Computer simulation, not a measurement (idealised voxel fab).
Process module name: voxel released beams
The figure presents cross-section cut, which has a width of 235 nm and is divided into square cells with an edge length of 5 nm.
A cross-section is written here as square cells arranged in a grid, and it is given in bands from the top down, each band taking up one or more rows of cells.
It is stipulated that each band's entry specify, in nanometres, the height of the top of the band and then that of its bottom, followed by the materials of the band in left-to-right sequence, each together with its width in nanometres. A single material marked by the word "everywhere" is understood to fill the band from edge to edge; the word "empty" is understood to denote empty space.
All heights in this document are referenced to 0, defined as the level beneath which the wafer, as received, consists entirely of one material. The lowest band is not bounded below; it extends indefinitely downward and is written in the form "0 and below".
A two-number width, for instance "30->40", indicates that the width is equal to the first number in the top row of the band and to the second number in the bottom row, and that it changes by a constant amount per row of cells.
Take "stayed the same" at face value: in the step it is given for, the cross-section changed in none of its cells.
Voids not open to the top, 8 cells minimum: see "Closed cavity list". Written width x height at distance; distance is from the left edge; nm.
Post-settings text on a step line: simulator's own remark regarding the step.
The "overlay nm" setting may appear on a step's line; for a step that uses a mask, it gives how far to the right of its planned position the mask lay, and a negative value indicates the left.

[The following list gives the planned process steps]
step 1: RECEIVE with material Si
step 2: CONFORMAL_DEP with material SiN, thk nm 10
step 3: DIRECTIONAL_DEP with material SiO2, thk nm 15
step 4: DIRECTIONAL_DEP with material aC, thk nm 10
step 5: PATTERN with tone open, mask id ANCHOR, material resist, width nm 35, thk nm 25, overlay nm 0
step 6: DIRECTIONAL_ETCH with etch materials aC, depth nm 10
step 7: STRIP with etch materials resist
step 8: DIRECTIONAL_ETCH with etch materials SiO2, depth nm 15
step 9: STRIP with etch materials aC
step 10: CONFORMAL_DEP with material TiN, thk nm 10
step 11: DIRECTIONAL_DEP with material aC, thk nm 15
step 12: PATTERN with tone cover, mask id BEAM, material resist, width nm 90, thk nm 30, overlay nm 0
step 13: DIRECTIONAL_ETCH with etch materials aC, depth nm 15
step 14: STRIP with etch materials resist
step 15: DIRECTIONAL_ETCH with etch materials TiN, depth nm 10
step 16: STRIP with etch materials aC
step 17: STRIP with etch materials SiO2

[On the first of the two wafers: run conducted according to plan]

[As received (post step 1): cross-section]
- 0 and below = Si everywhere
- Closed cavity list: none

[Presented here is a cross-section of the wafer after step 2 has been performed]
- 10 down to 0 = SiN everywhere
- Anything lower than 0 is untouched.

[Presented here is a cross-section of the wafer after step 3 has been performed]
- 25 down to 10 = SiO2 everywhere
- Anything lower than 10 is untouched.

[Presented here is a cross-section of the wafer after step 4 has been performed]
- 35 down to 25 = aC everywhere
- Anything lower than 25 is untouched.

[Presented here is a cross-section of the wafer after step 5 has been performed]
- 60 down to 35 = resist 75 nm; empty 35 nm; resist 125 nm
- Anything lower than 35 is untouched.

[Presented here is a cross-section of the wafer after step 6 has been performed]
- 50 down to 35 = resist 75 nm; empty 35 nm; resist 125 nm
- 35 down to 25 = aC 75 nm; empty 35 nm; aC 125 nm
- Anything lower than 25 is untouched.

[Presented here is a cross-section of the wafer after step 7 has been performed]
- 35 down to 25 = aC 75 nm; empty 35 nm; aC 125 nm
- Anything lower than 25 is untouched.

[Presented here is a cross-section of the wafer after step 8 has been performed]
- 35 down to 25 = aC 75 nm; empty 35 nm; aC 125 nm
- 25 down to 10 = SiO2 75 nm; empty 35 nm; SiO2 125 nm
- Anything lower than 10 is untouched.

[Presented here is a cross-section of the wafer after step 9 has been performed]
- 25 down to 10 = SiO2 75 nm; empty 35 nm; SiO2 125 nm
- Anything lower than 10 is untouched.

[Presented here is a cross-section of the wafer after step 10 has been performed]
- 35 down to 25 = TiN 85 nm; empty 15 nm; TiN 135 nm
- 25 down to 20 = SiO2 75 nm; TiN 10 nm; empty 15 nm; TiN 10 nm; SiO2 125 nm
- 20 down to 10 = SiO2 75 nm; TiN 35 nm; SiO2 125 nm
- Anything lower than 10 is untouched.

[Presented here is a cross-section of the wafer after step 11 has been performed]
- 50 down to 35 = aC 85 nm; empty 15 nm; aC 135 nm
- 35 down to 25 = TiN 85 nm; aC 15 nm; TiN 135 nm
- 25 down to 20 = SiO2 75 nm; TiN 10 nm; aC 15 nm; TiN 10 nm; SiO2 125 nm
- Anything lower than 20 is untouched.

[Presented here is a cross-section of the wafer after step 12 has been performed]
- 80 down to 50 = empty 70 nm; resist 90 nm; empty 75 nm
- 50 down to 35 = aC 85 nm; resist 15 nm; aC 135 nm
- Anything lower than 35 is untouched.

[Presented here is a cross-section of the wafer after step 13 has been performed]
- 65 down to 50 = empty 70 nm; resist 90 nm; empty 75 nm
- 50 down to 35 = empty 70 nm; aC 15 nm; resist 15 nm; aC 60 nm; empty 75 nm
- Anything lower than 35 is untouched.

[Presented here is a cross-section of the wafer after step 14 has been performed]
- 50 down to 35 = empty 70 nm; aC 15 nm; empty 15 nm; aC 60 nm; empty 75 nm
- Anything lower than 35 is untouched.

[Presented here is a cross-section of the wafer after step 15 has been performed]
- 50 down to 35 = empty 70 nm; aC 15 nm; empty 15 nm; aC 60 nm; empty 75 nm
- 35 down to 25 = empty 70 nm; TiN 15 nm; aC 15 nm; TiN 60 nm; empty 75 nm
- Anything lower than 25 is untouched.

[Presented here is a cross-section of the wafer after step 16 has been performed]
- 35 down to 25 = empty 70 nm; TiN 15 nm; empty 15 nm; TiN 60 nm; empty 75 nm
- 25 down to 20 = SiO2 75 nm; TiN 10 nm; empty 15 nm; TiN 10 nm; SiO2 125 nm
- Anything lower than 20 is untouched.

[Presented here is a cross-section of the wafer after step 17 has been performed]
- 35 down to 25 = empty 70 nm; TiN 15 nm; empty 15 nm; TiN 60 nm; empty 75 nm
- 25 down to 20 = empty 75 nm; TiN 10 nm; empty 15 nm; TiN 10 nm; empty 125 nm
- 20 down to 10 = empty 75 nm; TiN 35 nm; empty 125 nm
- Anything lower than 10 is untouched.

[Second wafer: same start and same plan as the first, one execution error; identical to the first through step 10]

[At the planned end of step 11, the second wafer in cross-section]
- 50 down to 35 = SiN 85 nm; empty 15 nm; SiN 135 nm
- 35 down to 25 = TiN 85 nm; SiN 15 nm; TiN 135 nm
- 25 down to 20 = SiO2 75 nm; TiN 10 nm; SiN 15 nm; TiN 10 nm; SiO2 125 nm
- Anything lower than 20 is untouched.

[At the planned end of step 12, the second wafer in cross-section]
- 80 down to 50 = empty 70 nm; resist 90 nm; empty 75 nm
- 50 down to 35 = SiN 85 nm; resist 15 nm; SiN 135 nm
- Anything lower than 35 is untouched.

[At the planned end of step 13, the second wafer in cross-section]
- 65 down to 50 = empty 70 nm; resist 90 nm; empty 75 nm
- Anything lower than 50 is untouched.

[At the planned end of step 14, the second wafer in cross-section]
- 50 down to 35 = SiN 85 nm; empty 15 nm; SiN 135 nm
- Anything lower than 35 is untouched.

At the planned end of step 15, the second wafer in cross-section: stayed the same

At the planned end of step 16, the second wafer in cross-section: stayed the same

At the planned end of step 17, the second wafer in cross-section: stayed the same
Deviation noted in wafer processing: the process deviated at step 11: the operation and settings actually run there were DIRECTIONAL_DEP with material SiN, thk nm 15
At the finish, the second wafer shows more or fewer cells for some materials than the first does: SiN +141; SiO2 +120; TiN +58
